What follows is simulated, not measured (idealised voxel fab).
Herein follows the process module entitled voxel transistor to metal.
Displayed cross-section: cut, width of 270 nm, square cells sized 5 nm.
A cross-section is written here as square cells arranged in a grid, and it is given in bands from the top down, each band taking up one or more rows of cells. First you get the band's top height and its bottom height, in nm, and then the materials it's made of, left to right, with each width in nm. If you see a single material with "full width", that one covers the band edge to edge. "empty" is empty space. Heights are expressed relative to 0, this being the level below which the as-received wafer comprises one material exclusively. The lowest band is unbounded in the downward direction and is denoted as in "0 nm and below". Note: "30..40" means the width goes from the first number (top row of the band) to the second number (bottom row) in equal steps per row of cells. It should be understood that the words "no alteration", when stated for a given step, signify that the cross-section underwent no change in any of its cells during that step. Listed in "Sealed void inventory": every empty space of 8 or more cells without an open way to the top. Form: width x height at distance, the distance being from the left edge, all in nm. What comes after the settings on a step's line is commentary from the simulator itself on that step. overlay nm: mask right of planned place by this much (step with mask). Neg. = left. Heads up before you read on: it's before/after pairs around one process step each, after side only down to the lowest band that changed, step plus settings under the pair. Pairs can be from different runs of this module, same starting wafer, so only chain a pair onto the one above if its "Status before step" entry says so.

## Status before step
80 nm to 70 nm: 30 nm aC  15 nm empty  55 nm aC  15 nm empty  40 nm aC  15 nm empty  55 nm aC  15 nm empty  30 nm aC
70 nm to 40 nm: SiO2 full width
40 nm to 25 nm: 50 nm SiO2  5 nm SiN  5 nm SiO2  25 nm SiCN  5 nm SiO2  5 nm SiN  80 nm SiO2  5 nm SiN  5 nm SiO2  25 nm SiCN  5 nm SiO2  5 nm SiN  50 nm SiO2
25 nm to 5 nm: 50 nm SiO2  5 nm SiN  5 nm SiO2  25 nm polySi  5 nm SiO2  5 nm SiN  80 nm SiO2  5 nm SiN  5 nm SiO2  25 nm polySi  5 nm SiO2  5 nm SiN  50 nm SiO2
5 nm to 0 nm: 25 nm SiO2  5 nm SiN  20 nm nSi  5 nm SiN  5 nm SiO2  25 nm polySi  5 nm SiO2  5 nm SiN  20 nm nSi  5 nm SiN  30 nm SiO2  5 nm SiN  20 nm nSi  5 nm SiN  5 nm SiO2  25 nm polySi  5 nm SiO2  5 nm SiN  20 nm nSi  5 nm SiN  25 nm SiO2
0 nm to -5 nm: 30 nm SiO2  20 nm nSi  45 nm SiO2  20 nm nSi  40 nm SiO2  20 nm nSi  45 nm SiO2  20 nm nSi  30 nm SiO2
-5 nm to -15 nm: 25 nm SiO2  5 nm Si  20 nm nSi  45 nm Si  20 nm nSi  5 nm Si  30 nm SiO2  5 nm Si  20 nm nSi  45 nm Si  20 nm nSi  5 nm Si  25 nm SiO2
-15 nm to -20 nm: 25 nm SiO2  95 nm Si  30 nm SiO2  95 nm Si  25 nm SiO2
-20 nm and below: Si full width
Sealed void inventory: none

## Post-Step Appearance
80 nm to 70 nm: 30 nm aC  15 nm empty  55 nm aC  15 nm empty  40 nm aC  15 nm empty  55 nm aC  15 nm empty  30 nm aC
70 nm to 40 nm: 30 nm SiO2  15 nm empty  55 nm SiO2  15 nm empty  40 nm SiO2  15 nm empty  55 nm SiO2  15 nm empty  30 nm SiO2
40 nm to 25 nm: 30 nm SiO2  15 nm empty  5 nm SiO2  5 nm SiN  5 nm SiO2  25 nm SiCN  5 nm SiO2  5 nm SiN  5 nm SiO2  15 nm empty  40 nm SiO2  15 nm empty  5 nm SiO2  5 nm SiN  5 nm SiO2  25 nm SiCN  5 nm SiO2  5 nm SiN  5 nm SiO2  15 nm empty  30 nm SiO2
25 nm to 20 nm: 30 nm SiO2  15 nm empty  5 nm SiO2  5 nm SiN  5 nm SiO2  25 nm polySi  5 nm SiO2  5 nm SiN  5 nm SiO2  15 nm empty  40 nm SiO2  15 nm empty  5 nm SiO2  5 nm SiN  5 nm SiO2  25 nm polySi  5 nm SiO2  5 nm SiN  5 nm SiO2  15 nm empty  30 nm SiO2
For the remainder of the cross-section, below 20, there is no change.
Sealed void inventory: none
Which operation links the two cross-sections above? DIRECTIONAL_ETCH (etch materials SiO2; depth nm 50)

Status before step: The initial state for this step is given by the after cross-section of the immediately preceding pair.

## Post-Step Appearance
70 nm to 40 nm: 30 nm SiO2  15 nm empty  55 nm SiO2  15 nm empty  40 nm SiO2  15 nm empty  55 nm SiO2  15 nm empty  30 nm SiO2
For the remainder of the cross-section, below 40, there is no change.
Sealed void inventory: none
Which operation links the two cross-sections above? STRIP (etch materials aC)

Status before step: The initial state for this step is given by the after cross-section of the immediately preceding pair.

## Post-Step Appearance
75 nm to 70 nm: 35 nm TiN  5 nm empty  65 nm TiN  5 nm empty  50 nm TiN  5 nm empty  65 nm TiN  5 nm empty  35 nm TiN
70 nm to 40 nm: 30 nm SiO2  5 nm TiN  5 nm empty  5 nm TiN  55 nm SiO2  5 nm TiN  5 nm empty  5 nm TiN  40 nm SiO2  5 nm TiN  5 nm empty  5 nm TiN  55 nm SiO2  5 nm TiN  5 nm empty  5 nm TiN  30 nm SiO2
40 nm to 25 nm: 30 nm SiO2  5 nm TiN  5 nm empty  5 nm TiN  5 nm SiO2  5 nm SiN  5 nm SiO2  25 nm SiCN  5 nm SiO2  5 nm SiN  5 nm SiO2  5 nm TiN  5 nm empty  5 nm TiN  40 nm SiO2  5 nm TiN  5 nm empty  5 nm TiN  5 nm SiO2  5 nm SiN  5 nm SiO2  25 nm SiCN  5 nm SiO2  5 nm SiN  5 nm SiO2  5 nm TiN  5 nm empty  5 nm TiN  30 nm SiO2
25 nm to 20 nm: 30 nm SiO2  15 nm TiN  5 nm SiO2  5 nm SiN  5 nm SiO2  25 nm polySi  5 nm SiO2  5 nm SiN  5 nm SiO2  15 nm TiN  40 nm SiO2  15 nm TiN  5 nm SiO2  5 nm SiN  5 nm SiO2  25 nm polySi  5 nm SiO2  5 nm SiN  5 nm SiO2  15 nm TiN  30 nm SiO2
For the remainder of the cross-section, below 20, there is no change.
Sealed void inventory: none
Which operation links the two cross-sections above? CONFORMAL_DEP (material TiN; thk nm 5)

Status before step: The initial state for this step is given by the after cross-section of the immediately preceding pair.

## Post-Step Appearance
85 nm to 75 nm: W full width
75 nm to 70 nm: 35 nm TiN  5 nm W  65 nm TiN  5 nm W  50 nm TiN  5 nm W  65 nm TiN  5 nm W  35 nm TiN
70 nm to 40 nm: 30 nm SiO2  5 nm TiN  5 nm W  5 nm TiN  55 nm SiO2  5 nm TiN  5 nm W  5 nm TiN  40 nm SiO2  5 nm TiN  5 nm W  5 nm TiN  55 nm SiO2  5 nm TiN  5 nm W  5 nm TiN  30 nm SiO2
40 nm to 25 nm: 30 nm SiO2  5 nm TiN  5 nm W  5 nm TiN  5 nm SiO2  5 nm SiN  5 nm SiO2  25 nm SiCN  5 nm SiO2  5 nm SiN  5 nm SiO2  5 nm TiN  5 nm W  5 nm TiN  40 nm SiO2  5 nm TiN  5 nm W  5 nm TiN  5 nm SiO2  5 nm SiN  5 nm SiO2  25 nm SiCN  5 nm SiO2  5 nm SiN  5 nm SiO2  5 nm TiN  5 nm W  5 nm TiN  30 nm SiO2
For the remainder of the cross-section, below 25, there is no change.
Sealed void inventory: none
Which operation links the two cross-sections above? FILL_DEP (material W; thk nm 10)

Status before step: The initial state for this step is given by the after cross-section of the immediately preceding pair.

## Post-Step Appearance
55 nm to 40 nm: 30 nm SiO2  5 nm TiN  5 nm W  5 nm TiN  55 nm SiO2  5 nm TiN  5 nm W  5 nm TiN  40 nm SiO2  5 nm TiN  5 nm W  5 nm TiN  55 nm SiO2  5 nm TiN  5 nm W  5 nm TiN  30 nm SiO2
For the remainder of the cross-section, below 40, there is no change.
Sealed void inventory: none
Which operation links the two cross-sections above? CMP (height nm 55)

Status before step: The initial state for this step is given by the after cross-section of the immediately preceding pair.

## Post-Step Appearance
60 nm to 55 nm: SiCN full width
For the remainder of the cross-section, below 55, there is no change.
Sealed void inventory: none
Which operation links the two cross-sections above? CONFORMAL_DEP (material SiCN; thk nm 5)

Status before step: The initial state for this step is given by the after cross-section of the immediately preceding pair.

## Post-Step Appearance
80 nm to 60 nm: SiO2 full width
For the remainder of the cross-section, below 60, there is no change.
Sealed void inventory: none
Which operation links the two cross-sections above? DIRECTIONAL_DEP (material SiO2; thk nm 20)

Status before step: The initial state for this step is given by the after cross-section of the immediately preceding pair.

## Post-Step Appearance
95 nm to 80 nm: aC full width
For the remainder of the cross-section, below 80, there is no change.
Sealed void inventory: none
Which operation links the two cross-sections above? DIRECTIONAL_DEP (material aC; thk nm 15)

Status before step: The initial state for this step is given by the after cross-section of the immediately preceding pair.

## Post-Step Appearance
125 nm to 95 nm: 30 nm resist  15 nm empty  55 nm resist  15 nm empty  40 nm resist  15 nm empty  55 nm resist  15 nm empty  30 nm resist
For the remainder of the cross-section, below 95, there is no change.
Sealed void inventory: none
Which operation links the two cross-sections above? PATTERN (tone open; mask id METAL_1; material resist; width nm 15; thk nm 30; overlay nm 0)

Status before step: The initial state for this step is given by the after cross-section of the immediately preceding pair.

## Post-Step Appearance
110 nm to 95 nm: 30 nm resist  15 nm empty  55 nm resist  15 nm empty  40 nm resist  15 nm empty  55 nm resist  15 nm empty  30 nm resist
95 nm to 80 nm: 30 nm aC  15 nm empty  55 nm aC  15 nm empty  40 nm aC  15 nm empty  55 nm aC  15 nm empty  30 nm aC
For the remainder of the cross-section, below 80, there is no change.
Sealed void inventory: none
Which operation links the two cross-sections above? DIRECTIONAL_ETCH (etch materials aC; depth nm 15)

Status before step: The initial state for this step is given by the after cross-section of the immediately preceding pair.

## Post-Step Appearance
95 nm to 80 nm: 30 nm aC  15 nm empty  55 nm aC  15 nm empty  40 nm aC  15 nm empty  55 nm aC  15 nm empty  30 nm aC
For the remainder of the cross-section, below 80, there is no change.
Sealed void inventory: none
Which operation links the two cross-sections above? STRIP (etch materials resist)

Status before step: The initial state for this step is given by the after cross-section of the immediately preceding pair.

## Post-Step Appearance
95 nm to 80 nm: 30 nm aC  15 nm empty  55 nm aC  15 nm empty  40 nm aC  15 nm empty  55 nm aC  15 nm empty  30 nm aC
80 nm to 60 nm: 30 nm SiO2  15 nm empty  55 nm SiO2  15 nm empty  40 nm SiO2  15 nm empty  55 nm SiO2  15 nm empty  30 nm SiO2
For the remainder of the cross-section, below 60, there is no change.
Sealed void inventory: none
Which operation links the two cross-sections above? DIRECTIONAL_ETCH (etch materials SiO2; depth nm 20)

Status before step: The initial state for this step is given by the after cross-section of the immediately preceding pair.

## Post-Step Appearance
95 nm to 80 nm: 30 nm aC  15 nm empty  55 nm aC  15 nm empty  40 nm aC  15 nm empty  55 nm aC  15 nm empty  30 nm aC
80 nm to 60 nm: 30 nm SiO2  15 nm empty  55 nm SiO2  15 nm empty  40 nm SiO2  15 nm empty  55 nm SiO2  15 nm empty  30 nm SiO2
60 nm to 55 nm: 30 nm SiCN  15 nm empty  55 nm SiCN  15 nm empty  40 nm SiCN  15 nm empty  55 nm SiCN  15 nm empty  30 nm SiCN
For the remainder of the cross-section, below 55, there is no change.
Sealed void inventory: none
Which operation links the two cross-sections above? DIRECTIONAL_ETCH (etch materials SiCN; depth nm 5)

Status before step: The initial state for this step is given by the after cross-section of the immediately preceding pair.

## Post-Step Appearance
80 nm to 60 nm: 30 nm SiO2  15 nm empty  55 nm SiO2  15 nm empty  40 nm SiO2  15 nm empty  55 nm SiO2  15 nm empty  30 nm SiO2
For the remainder of the cross-section, below 60, there is no change.
Sealed void inventory: none
Which operation links the two cross-sections above? STRIP (etch materials aC)

Status before step: The initial state for this step is given by the after cross-section of the immediately preceding pair.

## Post-Step Appearance
85 nm to 80 nm: 35 nm TiN  5 nm empty  65 nm TiN  5 nm empty  50 nm TiN  5 nm empty  65 nm TiN  5 nm empty  35 nm TiN
80 nm to 60 nm: 30 nm SiO2  5 nm TiN  5 nm empty  5 nm TiN  55 nm SiO2  5 nm TiN  5 nm empty  5 nm TiN  40 nm SiO2  5 nm TiN  5 nm empty  5 nm TiN  55 nm SiO2  5 nm TiN  5 nm empty  5 nm TiN  30 nm SiO2
60 nm to 55 nm: 30 nm SiCN  15 nm TiN  55 nm SiCN  15 nm TiN  40 nm SiCN  15 nm TiN  55 nm SiCN  15 nm TiN  30 nm SiCN
For the remainder of the cross-section, below 55, there is no change.
Sealed void inventory: none
Which operation links the two cross-sections above? CONFORMAL_DEP (material TiN; thk nm 5)

Status before step: The initial state for this step is given by the after cross-section of the immediately preceding pair.

## Post-Step Appearance
90 nm to 85 nm: Cu full width
85 nm to 80 nm: 35 nm TiN  5 nm Cu  65 nm TiN  5 nm Cu  50 nm TiN  5 nm Cu  65 nm TiN  5 nm Cu  35 nm TiN
80 nm to 60 nm: 30 nm SiO2  5 nm TiN  5 nm Cu  5 nm TiN  55 nm SiO2  5 nm TiN  5 nm Cu  5 nm TiN  40 nm SiO2  5 nm TiN  5 nm Cu  5 nm TiN  55 nm SiO2  5 nm TiN  5 nm Cu  5 nm TiN  30 nm SiO2
For the remainder of the cross-section, below 60, there is no change.
Sealed void inventory: none
Which operation links the two cross-sections above? FILL_DEP (material Cu; thk nm 5)

Status before step: The initial state for this step is given by the after cross-section of the immediately preceding pair.

## Post-Step Appearance
80 nm to 60 nm: 30 nm SiO2  5 nm TiN  5 nm Cu  5 nm TiN  55 nm SiO2  5 nm TiN  5 nm Cu  5 nm TiN  40 nm SiO2  5 nm TiN  5 nm Cu  5 nm TiN  55 nm SiO2  5 nm TiN  5 nm Cu  5 nm TiN  30 nm SiO2
For the remainder of the cross-section, below 60, there is no change.
Sealed void inventory: none
Which operation links the two cross-sections above? CMP (height nm 80)

Status before step: The initial state for this step is given by the after cross-section of the immediately preceding pair.

## Post-Step Appearance
85 nm to 80 nm: 25 nm empty  25 nm Ru  45 nm empty  25 nm Ru  30 nm empty  25 nm Ru  45 nm empty  25 nm Ru  25 nm empty
For the remainder of the cross-section, below 80, there is no change.
Sealed void inventory: none
Which operation links the two cross-sections above? EPI (material Ru; thk nm 5)

Status before step: The initial state for this step is given by the after cross-section of the immediately preceding pair.

## Post-Step Appearance
90 nm to 85 nm: SiCN full width
85 nm to 80 nm: 25 nm SiCN  25 nm Ru  45 nm SiCN  25 nm Ru  30 nm SiCN  25 nm Ru  45 nm SiCN  25 nm Ru  25 nm SiCN
For the remainder of the cross-section, below 80, there is no change.
Sealed void inventory: none
Which operation links the two cross-sections above? FILL_DEP (material SiCN; thk nm 5)

## Status before step
55 nm to 40 nm: 30 nm SiO2  5 nm TiN  5 nm W  5 nm TiN  55 nm SiO2  5 nm TiN  5 nm W  5 nm TiN  40 nm SiO2  5 nm TiN  5 nm W  5 nm TiN  55 nm SiO2  5 nm TiN  5 nm W  5 nm TiN  30 nm SiO2
40 nm to 25 nm: 30 nm SiO2  5 nm TiN  5 nm W  5 nm TiN  5 nm SiO2  5 nm SiN  5 nm SiO2  25 nm SiCN  5 nm SiO2  5 nm SiN  5 nm SiO2  5 nm TiN  5 nm W  5 nm TiN  40 nm SiO2  5 nm TiN  5 nm W  5 nm TiN  5 nm SiO2  5 nm SiN  5 nm SiO2  25 nm SiCN  5 nm SiO2  5 nm SiN  5 nm SiO2  5 nm TiN  5 nm W  5 nm TiN  30 nm SiO2
25 nm to 10 nm: 30 nm SiO2  5 nm TiN  5 nm W  5 nm TiN  5 nm SiO2  5 nm SiN  5 nm SiO2  25 nm polySi  5 nm SiO2  5 nm SiN  5 nm SiO2  5 nm TiN  5 nm W  5 nm TiN  40 nm SiO2  5 nm TiN  5 nm W  5 nm TiN  5 nm SiO2  5 nm SiN  5 nm SiO2  25 nm polySi  5 nm SiO2  5 nm SiN  5 nm SiO2  5 nm TiN  5 nm W  5 nm TiN  30 nm SiO2
10 nm to 5 nm: 30 nm SiO2  15 nm TiN  5 nm SiO2  5 nm SiN  5 nm SiO2  25 nm polySi  5 nm SiO2  5 nm SiN  5 nm SiO2  15 nm TiN  40 nm SiO2  15 nm TiN  5 nm SiO2  5 nm SiN  5 nm SiO2  25 nm polySi  5 nm SiO2  5 nm SiN  5 nm SiO2  15 nm TiN  30 nm SiO2
5 nm to 0 nm: 25 nm SiO2  5 nm SiN  20 nm nSi  5 nm SiN  5 nm SiO2  25 nm polySi  5 nm SiO2  5 nm SiN  20 nm nSi  5 nm SiN  30 nm SiO2  5 nm SiN  20 nm nSi  5 nm SiN  5 nm SiO2  25 nm polySi  5 nm SiO2  5 nm SiN  20 nm nSi  5 nm SiN  25 nm SiO2
0 nm to -5 nm: 30 nm SiO2  20 nm nSi  45 nm SiO2  20 nm nSi  40 nm SiO2  20 nm nSi  45 nm SiO2  20 nm nSi  30 nm SiO2
-5 nm to -15 nm: 25 nm SiO2  5 nm Si  20 nm nSi  45 nm Si  20 nm nSi  5 nm Si  30 nm SiO2  5 nm Si  20 nm nSi  45 nm Si  20 nm nSi  5 nm Si  25 nm SiO2
-15 nm to -20 nm: 25 nm SiO2  95 nm Si  30 nm SiO2  95 nm Si  25 nm SiO2
-20 nm and below: Si full width
Sealed void inventory: none

## Post-Step Appearance
75 nm to 55 nm: SiO2 full width
For the remainder of the cross-section, below 55, there is no change.
Sealed void inventory: none
Which operation links the two cross-sections above? DIRECTIONAL_DEP (material SiO2; thk nm 20)

Status before step: The initial state for this step is given by the after cross-section of the immediately preceding pair.

## Post-Step Appearance
80 nm to 75 nm: SiCN full width
For the remainder of the cross-section, below 75, there is no change.
Sealed void inventory: none
Which operation links the two cross-sections above? CONFORMAL_DEP (material SiCN; thk nm 5)

Status before step: The initial state for this step is given by the after cross-section of the immediately preceding pair.

## Post-Step Appearance
95 nm to 80 nm: aC full width
For the remainder of the cross-section, below 80, there is no change.
Sealed void inventory: none
Which operation links the two cross-sections above? DIRECTIONAL_DEP (material aC; thk nm 15)

Status before step: The initial state for this step is given by the after cross-section of the immediately preceding pair.

## Post-Step Appearance
125 nm to 95 nm: 30 nm resist  15 nm empty  55 nm resist  15 nm empty  40 nm resist  15 nm empty  55 nm resist  15 nm empty  30 nm resist
For the remainder of the cross-section, below 95, there is no change.
Sealed void inventory: none
Which operation links the two cross-sections above? PATTERN (tone open; mask id METAL_1; material resist; width nm 15; thk nm 30; overlay nm 0)

Status before step: The initial state for this step is given by the after cross-section of the immediately preceding pair.

## Post-Step Appearance
110 nm to 95 nm: 30 nm resist  15 nm empty  55 nm resist  15 nm empty  40 nm resist  15 nm empty  55 nm resist  15 nm empty  30 nm resist
95 nm to 80 nm: 30 nm aC  15 nm empty  55 nm aC  15 nm empty  40 nm aC  15 nm empty  55 nm aC  15 nm empty  30 nm aC
For the remainder of the cross-section, below 80, there is no change.
Sealed void inventory: none
Which operation links the two cross-sections above? DIRECTIONAL_ETCH (etch materials aC; depth nm 15)

Status before step: The initial state for this step is given by the after cross-section of the immediately preceding pair.

## Post-Step Appearance
95 nm to 80 nm: 30 nm aC  15 nm empty  55 nm aC  15 nm empty  40 nm aC  15 nm empty  55 nm aC  15 nm empty  30 nm aC
For the remainder of the cross-section, below 80, there is no change.
Sealed void inventory: none
Which operation links the two cross-sections above? STRIP (etch materials resist)

Status before step: The initial state for this step is given by the after cross-section of the immediately preceding pair.

## Post-Step Appearance
95 nm to 80 nm: 30 nm aC  15 nm empty  55 nm aC  15 nm empty  40 nm aC  15 nm empty  55 nm aC  15 nm empty  30 nm aC
80 nm to 75 nm: 30 nm SiCN  15 nm empty  55 nm SiCN  15 nm empty  40 nm SiCN  15 nm empty  55 nm SiCN  15 nm empty  30 nm SiCN
For the remainder of the cross-section, below 75, there is no change.
Sealed void inventory: none
Which operation links the two cross-sections above? DIRECTIONAL_ETCH (etch materials SiCN; depth nm 5)

Status before step: The initial state for this step is given by the after cross-section of the immediately preceding pair.

## Post-Step Appearance
80 nm to 75 nm: 30 nm SiCN  15 nm empty  55 nm SiCN  15 nm empty  40 nm SiCN  15 nm empty  55 nm SiCN  15 nm empty  30 nm SiCN
For the remainder of the cross-section, below 75, there is no change.
Sealed void inventory: none
Which operation links the two cross-sections above? STRIP (etch materials aC)

Status before step: The initial state for this step is given by the after cross-section of the immediately preceding pair.

## Post-Step Appearance
85 nm to 80 nm: 35 nm TiN  5 nm empty  65 nm TiN  5 nm empty  50 nm TiN  5 nm empty  65 nm TiN  5 nm empty  35 nm TiN
80 nm to 75 nm: 30 nm SiCN  15 nm TiN  55 nm SiCN  15 nm TiN  40 nm SiCN  15 nm TiN  55 nm SiCN  15 nm TiN  30 nm SiCN
For the remainder of the cross-section, below 75, there is no change.
Sealed void inventory: none
Which operation links the two cross-sections above? CONFORMAL_DEP (material TiN; thk nm 5)

Status before step: The initial state for this step is given by the after cross-section of the immediately preceding pair.

## Post-Step Appearance
90 nm to 85 nm: Cu full width
85 nm to 80 nm: 35 nm TiN  5 nm Cu  65 nm TiN  5 nm Cu  50 nm TiN  5 nm Cu  65 nm TiN  5 nm Cu  35 nm TiN
For the remainder of the cross-section, below 80, there is no change.
Sealed void inventory: none
Which operation links the two cross-sections above? FILL_DEP (material Cu; thk nm 5)

Status before step: The initial state for this step is given by the after cross-section of the immediately preceding pair.

## Post-Step Appearance
80 nm to 75 nm: 30 nm SiCN  15 nm TiN  55 nm SiCN  15 nm TiN  40 nm SiCN  15 nm TiN  55 nm SiCN  15 nm TiN  30 nm SiCN
For the remainder of the cross-section, below 75, there is no change.
Sealed void inventory: none
Which operation links the two cross-sections above? CMP (height nm 80)

Status before step: The initial state for this step is given by the after cross-section of the immediately preceding pair.

## Post-Step Appearance
85 nm to 80 nm: 25 nm empty  25 nm Ru  45 nm empty  25 nm Ru  30 nm empty  25 nm Ru  45 nm empty  25 nm Ru  25 nm empty
For the remainder of the cross-section, below 80, there is no change.
Sealed void inventory: none
Which operation links the two cross-sections above? EPI (material Ru; thk nm 5)

Status before step: The initial state for this step is given by the after cross-section of the immediately preceding pair.

## Post-Step Appearance
90 nm to 85 nm: SiCN full width
85 nm to 80 nm: 25 nm SiCN  25 nm Ru  45 nm SiCN  25 nm Ru  30 nm SiCN  25 nm Ru  45 nm SiCN  25 nm Ru  25 nm SiCN
For the remainder of the cross-section, below 80, there is no change.
Sealed void inventory: none
Which operation links the two cross-sections above? FILL_DEP (material SiCN; thk nm 5)

## Status before step
10 nm to 5 nm: 25 nm SiO2  95 nm empty  30 nm SiO2  95 nm empty  25 nm SiO2
5 nm to 0 nm: SiO2 full width
0 nm to -20 nm: 25 nm SiO2  95 nm Si  30 nm SiO2  95 nm Si  25 nm SiO2
-20 nm and below: Si full width
Sealed void inventory: none

## Post-Step Appearance
0 nm to -5 nm: 25 nm empty  95 nm Si  30 nm empty  95 nm Si  25 nm empty
-5 nm to -10 nm: 10 nm SiO2  15 nm empty  95 nm Si  30 nm empty  95 nm Si  15 nm empty  10 nm SiO2
For the remainder of the cross-section, below -10, there is no change.
Sealed void inventory: none
Which operation links the two cross-sections above? SELECTIVE_ETCH (etch materials SiO2; depth nm 15)

Status before step: The initial state for this step is given by the after cross-section of the immediately preceding pair.

## Post-Step Appearance
0 nm to -5 nm: 25 nm empty  95 nm SiO2  30 nm empty  95 nm SiO2  25 nm empty
-5 nm to -10 nm: 10 nm SiO2  15 nm empty  5 nm SiO2  85 nm Si  5 nm SiO2  30 nm empty  5 nm SiO2  85 nm Si  5 nm SiO2  15 nm empty  10 nm SiO2
-10 nm to -20 nm: 30..25 nm SiO2  85..95 nm Si  40..30 nm SiO2  85..95 nm Si  30..25 nm SiO2
For the remainder of the cross-section, below -20, there is no change.
Sealed void inventory: none
Which operation links the two cross-sections above? OXIDIZE (depth nm 5)

Status before step: The initial state for this step is given by the after cross-section of the immediately preceding pair.

## Post-Step Appearance
25 nm to 20 nm: 25 nm empty  95 nm polySi  30 nm empty  95 nm polySi  25 nm empty
20 nm to 15 nm: 10 nm polySi  15 nm empty  95 nm polySi  30 nm empty  95 nm polySi  15 nm empty  10 nm polySi
15 nm to 0 nm: polySi full width
0 nm to -5 nm: 25 nm polySi  95 nm SiO2  30 nm polySi  95 nm SiO2  25 nm polySi
-5 nm to -10 nm: 10 nm SiO2  15 nm polySi  5 nm SiO2  85 nm Si  5 nm SiO2  30 nm polySi  5 nm SiO2  85 nm Si  5 nm SiO2  15 nm polySi  10 nm SiO2
For the remainder of the cross-section, below -10, there is no change.
Sealed void inventory: none
Which operation links the two cross-sections above? DIRECTIONAL_DEP (material polySi; thk nm 25)

Status before step: The initial state for this step is given by the after cross-section of the immediately preceding pair.

## Post-Step Appearance
40 nm to 35 nm: 25 nm empty  95 nm SiCN  30 nm empty  95 nm SiCN  25 nm empty
35 nm to 30 nm: 10 nm SiCN  15 nm empty  95 nm SiCN  30 nm empty  95 nm SiCN  15 nm empty  10 nm SiCN
30 nm to 25 nm: SiCN full width
25 nm to 20 nm: 25 nm SiCN  95 nm polySi  30 nm SiCN  95 nm polySi  25 nm SiCN
20 nm to 15 nm: 10 nm polySi  15 nm SiCN  95 nm polySi  30 nm SiCN  95 nm polySi  15 nm SiCN  10 nm polySi
For the remainder of the cross-section, below 15, there is no change.
Sealed void inventory: none
Which operation links the two cross-sections above? DIRECTIONAL_DEP (material SiCN; thk nm 15)

Status before step: The initial state for this step is given by the after cross-section of the immediately preceding pair.

## Post-Step Appearance
60 nm to 40 nm: 60 nm empty  25 nm resist  100 nm empty  25 nm resist  60 nm empty
For the remainder of the cross-section, below 40, there is no change.
Sealed void inventory: none
Which operation links the two cross-sections above? PATTERN (tone cover; mask id GATE; material resist; width nm 25; pitch nm 125; thk nm 20; overlay nm 0)

Status before step: The initial state for this step is given by the after cross-section of the immediately preceding pair.

## Post-Step Appearance
60 nm to 40 nm: 60 nm empty  25 nm resist  100 nm empty  25 nm resist  60 nm empty
40 nm to 25 nm: 60 nm empty  25 nm SiCN  100 nm empty  25 nm SiCN  60 nm empty
25 nm to 20 nm: 25 nm empty  95 nm polySi  30 nm empty  95 nm polySi  25 nm empty
20 nm to 15 nm: 10 nm polySi  15 nm empty  95 nm polySi  30 nm empty  95 nm polySi  15 nm empty  10 nm polySi
For the remainder of the cross-section, below 15, there is no change.
Sealed void inventory: none
Which operation links the two cross-sections above? DIRECTIONAL_ETCH (etch materials SiCN; depth nm 25)

Status before step: The initial state for this step is given by the after cross-section of the immediately preceding pair.

## Post-Step Appearance
60 nm to 40 nm: 60 nm empty  25 nm resist  100 nm empty  25 nm resist  60 nm empty
40 nm to 25 nm: 60 nm empty  25 nm SiCN  100 nm empty  25 nm SiCN  60 nm empty
25 nm to 0 nm: 60 nm empty  25 nm polySi  100 nm empty  25 nm polySi  60 nm empty
0 nm to -5 nm: 25 nm empty  95 nm SiO2  30 nm empty  95 nm SiO2  25 nm empty
-5 nm to -10 nm: 10 nm SiO2  15 nm empty  5 nm SiO2  85 nm Si  5 nm SiO2  30 nm empty  5 nm SiO2  85 nm Si  5 nm SiO2  15 nm empty  10 nm SiO2
For the remainder of the cross-section, below -10, there is no change.
Sealed void inventory: none
Which operation links the two cross-sections above? DIRECTIONAL_ETCH (etch materials polySi; depth nm 35)

Status before step: The initial state for this step is given by the after cross-section of the immediately preceding pair.

## Post-Step Appearance
40 nm to 25 nm: 60 nm empty  25 nm SiCN  100 nm empty  25 nm SiCN  60 nm empty
For the remainder of the cross-section, below 25, there is no change.
Sealed void inventory: none
Which operation links the two cross-sections above? STRIP (etch materials resist)

Status before step: The initial state for this step is given by the after cross-section of the immediately preceding pair.

## Post-Step Appearance
45 nm to 40 nm: 55 nm empty  35 nm SiO2  90 nm empty  35 nm SiO2  55 nm empty
40 nm to 25 nm: 55 nm empty  5 nm SiO2  25 nm SiCN  5 nm SiO2  90 nm empty  5 nm SiO2  25 nm SiCN  5 nm SiO2  55 nm empty
25 nm to 5 nm: 55 nm empty  5 nm SiO2  25 nm polySi  5 nm SiO2  90 nm empty  5 nm SiO2  25 nm polySi  5 nm SiO2  55 nm empty
5 nm to 0 nm: 20 nm empty  40 nm SiO2  25 nm polySi  40 nm SiO2  20 nm empty  40 nm SiO2  25 nm polySi  40 nm SiO2  20 nm empty
0 nm to -5 nm: 15 nm SiO2  5 nm empty  105 nm SiO2  20 nm empty  105 nm SiO2  5 nm empty  15 nm SiO2
-5 nm to -15 nm: 30 nm SiO2  85 nm Si  40 nm SiO2  85 nm Si  30 nm SiO2
For the remainder of the cross-section, below -15, there is no change.
Sealed void inventory: none
Which operation links the two cross-sections above? CONFORMAL_DEP (material SiO2; thk nm 5)

Status before step: The initial state for this step is given by the after cross-section of the immediately preceding pair.

## Post-Step Appearance
40 nm to 25 nm: 55 nm empty  5 nm SiO2  25 nm SiCN  5 nm SiO2  90 nm empty  5 nm SiO2  25 nm SiCN  5 nm SiO2  55 nm empty
25 nm to 0 nm: 55 nm empty  5 nm SiO2  25 nm polySi  5 nm SiO2  90 nm empty  5 nm SiO2  25 nm polySi  5 nm SiO2  55 nm empty
0 nm to -5 nm: 20 nm empty  105 nm SiO2  20 nm empty  105 nm SiO2  20 nm empty
-5 nm to -10 nm: 15 nm SiO2  5 nm empty  10 nm SiO2  85 nm Si  10 nm SiO2  20 nm empty  10 nm SiO2  85 nm Si  10 nm SiO2  5 nm empty  15 nm SiO2
For the remainder of the cross-section, below -10, there is no change.
Sealed void inventory: none
Which operation links the two cross-sections above? DIRECTIONAL_ETCH (etch materials SiO2; depth nm 5)
